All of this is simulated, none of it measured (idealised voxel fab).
process module | voxel capacitor over wiring
cross-section cut | 295 nm wide | cells 5 nm
A cross-section is a grid of square cells, given in bands from the top down. A band is one or more rows of cells.
Each band's line starts with the height of the band's top and of its bottom, in nm. Then come its materials from left to right, each with its width in nm. One material with "throughout" fills the band from edge to edge. "air" is empty space.
Height 0 is the level under which the wafer as received is all one material. The lowest band goes on downwards, as in "0 down".
A width such as "30 to 40" changes by the same amount from each row of cells to the next, from the band's top row to its bottom row.
"no change" after a step means that no cell of the cross-section changed.
closed voids: empty space of 8 cells or more with no open way to the top, each as width x height at its distance from the left edge, in nm
after a step's settings: what the simulator itself notes on the step
overlay nm, on a step with a mask: how far to the right of its planned place the mask lay; to the left if negative
plan
1 op RECEIVE | material Si
2 op CONFORMAL_DEP | material SiO2 | thk nm 15
3 op CONFORMAL_DEP | material SiCN | thk nm 5
4 op DIRECTIONAL_DEP | material lowk | thk nm 15
5 op DIRECTIONAL_DEP | material aC | thk nm 10
6 op PATTERN | tone open | mask id METAL_1 | material resist | width nm 20 | pitch nm 85 | thk nm 30 | overlay nm 0
7 op DIRECTIONAL_ETCH | etch materials aC | depth nm 10
8 op STRIP | etch materials resist
9 op DIRECTIONAL_ETCH | etch materials lowk | depth nm 15
10 op DIRECTIONAL_ETCH | etch materials SiCN | depth nm 5
11 op STRIP | etch materials aC
12 op CONFORMAL_DEP | material TiN | thk nm 5
13 op FILL_DEP | material Cu | thk nm 10
14 op CMP | height nm 35
15 op CONFORMAL_DEP | material SiCN | thk nm 5
16 op DIRECTIONAL_DEP | material SiO2 | thk nm 20
17 op PATTERN | tone open | mask id PLUG_1 | material resist | width nm 15 | thk nm 20 | overlay nm 0
18 op DIRECTIONAL_ETCH | etch materials SiO2 | depth nm 20
19 op DIRECTIONAL_ETCH | etch materials SiCN | depth nm 5
20 op STRIP | etch materials resist
21 op EPI | material Ru | thk nm 10
22 op EPI | material Ru | thk nm 10
23 op EPI | material Ru | thk nm 5
24 op DIRECTIONAL_DEP | material TiN | thk nm 5
25 op DIRECTIONAL_DEP | material HfO2 | thk nm 5
26 op DIRECTIONAL_DEP | material TiN | thk nm 5
27 op DIRECTIONAL_DEP | material aC | thk nm 15
28 op PATTERN | tone cover | mask id UPPER_PLATE | material resist | width nm 70 | thk nm 35 | overlay nm 0
29 op DIRECTIONAL_ETCH | etch materials aC | depth nm 15
30 op STRIP | etch materials resist
31 op DIRECTIONAL_ETCH | etch materials TiN | depth nm 5
32 op DIRECTIONAL_ETCH | etch materials HfO2 | depth nm 5
33 op STRIP | etch materials aC
34 op DIRECTIONAL_DEP | material aC | thk nm 15
35 op PATTERN | tone cover | mask id LOWER_PLATE | material resist | width nm 80 | thk nm 35 | overlay nm 0
36 op DIRECTIONAL_ETCH | etch materials aC | depth nm 15
37 op STRIP | etch materials resist
38 op DIRECTIONAL_ETCH | etch materials TiN | depth nm 5
39 op STRIP | etch materials aC
40 op FILL_DEP | material SiO2 | thk nm 20
41 op CMP | height nm 90
42 op DIRECTIONAL_DEP | material aC | thk nm 15
43 op PATTERN | tone open | mask id PLUG_2 | material resist | width nm 15 | thk nm 35 | overlay nm 0
44 op DIRECTIONAL_ETCH | etch materials aC | depth nm 15
45 op STRIP | etch materials resist
46 op DIRECTIONAL_ETCH | etch materials SiO2 | depth nm 15
47 op STRIP | etch materials aC
48 op CONFORMAL_DEP | material TiN | thk nm 5
49 op FILL_DEP | material Cu | thk nm 10
50 op CMP | height nm 90
51 op CONFORMAL_DEP | material SiCN | thk nm 5
varied across the wafers: thk nm of step 12. The plan shows the first wafer's value. All wafers start alike
first wafer as received, after step 1
  0 down: Si throughout
  closed voids: none
each wafer at the end: cells of each material gained (+) or lost (-) since it was received, then its closed voids
thk nm 5 | +14 Cu | +14 HfO2 | +15 Ru | +166 SiCN | +702 SiO2 | +57 TiN | +153 lowk | closed voids: none
thk nm 10 | +2 Cu | +14 HfO2 | +15 Ru | +166 SiCN | +702 SiO2 | +69 TiN | +153 lowk | closed voids: none
thk nm 15 | +2 Cu | +14 HfO2 | +15 Ru | +166 SiCN | +702 SiO2 | +69 TiN | +153 lowk | closed voids: none
thk nm 20 | +2 Cu | +14 HfO2 | +15 Ru | +166 SiCN | +702 SiO2 | +69 TiN | +153 lowk | closed voids: none
